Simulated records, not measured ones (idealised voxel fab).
Documented hereafter: the process module known as voxel ribs on slabs.
220 nm wide, 5 nm square cells: that's cross-section cut.
Notation: cross-section as square-cell grid; stated in bands, top first, going down; one or more cell rows per band.
For a band, the entry starts with two heights in nm, that of the top and then that of the bottom, and carries on with the band's materials in order from left to right, each alongside its width in nm; the word "everywhere" beside a single material means it fills the band edge to edge, and "blank" means empty space.
Height 0 is the level under which the wafer as received is all one material. The lowest band goes on downwards, as in "z 0 and below".
The width entry "30 to 40" should be interpreted row by row: the top row of cells in the band takes the first number, the bottom row takes the second number, and the change between adjacent rows is uniform throughout.
Step marked "remained unchanged"? Then no cell in the cross-section changed in it.
If an empty space has no open way to the top and is at least 8 cells in size, "Closed void register" lists it, written width x height at distance, where distance is measured from the left edge and every value is in nm.
Note: text after step settings on the step line = simulator remark on that step.
The "overlay nm" setting may appear on a step's line; for a step that uses a mask, it gives how far to the right of its planned position the mask lay, and a negative value indicates the left.

plan
step 1: RECEIVE,material Si
step 2: DIRECTIONAL_DEP,material SiO2,thk nm 20
step 3: DIRECTIONAL_DEP,material polySi,thk nm 25
step 4: MASKED_ETCH,tone cover,mask id RIB,width nm 20,etch materials polySi,depth nm 15,overlay nm 0
step 5: PATTERN,tone cover,mask id SLAB,material resist,width nm 50,thk nm 20,overlay nm 0
step 6: DIRECTIONAL_ETCH,etch materials polySi,depth nm 10
step 7: STRIP,etch materials resist
step 8: FILL_DEP,material SiO2,thk nm 20
step 9: CMP,height nm 60
step 10: DIRECTIONAL_DEP,material W,thk nm 5
step 11: PATTERN,tone cover,mask id HEATER,material resist,width nm 30,thk nm 20,overlay nm 0
step 12: DIRECTIONAL_ETCH,etch materials W,depth nm 5
step 13: STRIP,etch materials resist
step 14: CONFORMAL_DEP,material SiN,thk nm 5

The first wafer of two, processed as planned

Step 1 complete: cross-section of the wafer as received
z 0 and below = Si everywhere
Closed void register: none

Cross-sectional representation of the wafer at the conclusion of step 2
z 20 to 0 = SiO2 everywhere
Under 0: no change, same as before.

Cross-sectional representation of the wafer at the conclusion of step 3
z 45 to 20 = polySi everywhere
Under 20: no change, same as before.

Cross-sectional representation of the wafer at the conclusion of step 4
z 45 to 30 = blank=100; polySi=20; blank=100
Under 30: no change, same as before.

Cross-sectional representation of the wafer at the conclusion of step 5
z 65 to 45 = blank=85; resist=50; blank=85
z 45 to 30 = blank=85; resist=15; polySi=20; resist=15; blank=85
Under 30: no change, same as before.

Cross-sectional representation of the wafer at the conclusion of step 6
z 65 to 45 = blank=85; resist=50; blank=85
z 45 to 30 = blank=85; resist=15; polySi=20; resist=15; blank=85
z 30 to 20 = blank=85; polySi=50; blank=85
Under 20: no change, same as before.

Cross-sectional representation of the wafer at the conclusion of step 7
z 45 to 30 = blank=100; polySi=20; blank=100
Under 30: no change, same as before.

Cross-sectional representation of the wafer at the conclusion of step 8
z 65 to 45 = SiO2 everywhere
z 45 to 30 = SiO2=100; polySi=20; SiO2=100
z 30 to 20 = SiO2=85; polySi=50; SiO2=85
Under 20: no change, same as before.

Cross-sectional representation of the wafer at the conclusion of step 9
z 60 to 45 = SiO2 everywhere
Under 45: no change, same as before.

Cross-sectional representation of the wafer at the conclusion of step 10
z 65 to 60 = W everywhere
Under 60: no change, same as before.

Cross-sectional representation of the wafer at the conclusion of step 11
z 85 to 65 = blank=95; resist=30; blank=95
Under 65: no change, same as before.

Cross-sectional representation of the wafer at the conclusion of step 12
z 85 to 65 = blank=95; resist=30; blank=95
z 65 to 60 = blank=95; W=30; blank=95
Under 60: no change, same as before.

Cross-sectional representation of the wafer at the conclusion of step 13
z 65 to 60 = blank=95; W=30; blank=95
Under 60: no change, same as before.

Cross-sectional representation of the wafer at the conclusion of step 14
z 70 to 65 = blank=90; SiN=40; blank=90
z 65 to 60 = SiN=95; W=30; SiN=95
Under 60: no change, same as before.

Now the other wafer: same start, same recipe, but we messed up one thing when running it. Up to and including step 13 it's the same as the first one

The second wafer in cross-section, at the planned close of step 14: remained unchanged
Deviation noted in wafer processing: no execution of plan step 14; skipped
Looking at both finished wafers in cells, the second ends up ahead of or behind the first on some materials: 46 fewer of SiN
